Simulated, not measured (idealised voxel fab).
Process module under the name voxel local oxidation
Shown is cross-section cut, with a width of 155 nm and square cells of size 5 nm.
Just so we're on the same page, the cross-sections are grids of square cells, and they're listed out in bands top to bottom, each band one or more rows deep. Look at the band entry: it leads with the top's height and the bottom's height in nm. Then it lists the materials left to right, with a width in nm for each. The word "throughout" on a single material says that material fills the band edge to edge. The word "blank" is empty space. Heights are reckoned from 0. Under this level, the received wafer is all of one material. The bottommost band is open-ended downward, for example "z 0 and below". Top row gets the first number, bottom row gets the second, and each row in between changes by the same step: that is how a band width like "30..40" works. For the purposes of this document, the phrase "all unchanged" attached to a step denotes that no cell within the cross-section was modified by that step. Completely sealed voids: empty space of 8 cells or more with no open way to the top, each as width x height at its distance from the left edge, in nm. Post-settings text on a step line: simulator's own remark regarding the step. overlay nm: step with mask; distance mask lay right of planned place; negative value = left of planned place.

Intended process steps
| 1 | RECEIVE (material Si) |
| 2 | CONFORMAL_DEP (material SiO2; thk nm 5) |
| 3 | CONFORMAL_DEP (material SiN; thk nm 10) |
| 4 | DIRECTIONAL_DEP (material aC; thk nm 15) |
| 5 | PATTERN (tone cover; mask id ACTIVE; material resist; width nm 90; thk nm 35; overlay nm 0) |
| 6 | DIRECTIONAL_ETCH (etch materials aC; depth nm 15) |
| 7 | STRIP (etch materials resist) |
| 8 | DIRECTIONAL_ETCH (etch materials SiN; depth nm 10) |
| 9 | STRIP (etch materials aC) |
| 10 | SELECTIVE_ETCH (etch materials SiO2; depth nm 5) |
| 11 | OXIDIZE (depth nm 10) |
| 12 | STRIP (etch materials SiN) |

Wafer cross-section on receipt, i.e. after step 1
- z 0 and below  Si throughout
- Completely sealed voids: none

Cross-sectional result after module completion. Note: starting condition and plan are unchanged from above; one processing mistake was made
- z 0 to -10  SiO2 40 nm / Si 70 nm / SiO2 45 nm
- z -10 and below  Si throughout
- Completely sealed voids: none
Misprocessing identified: with respect to the plan, step 2 was omitted and not executed
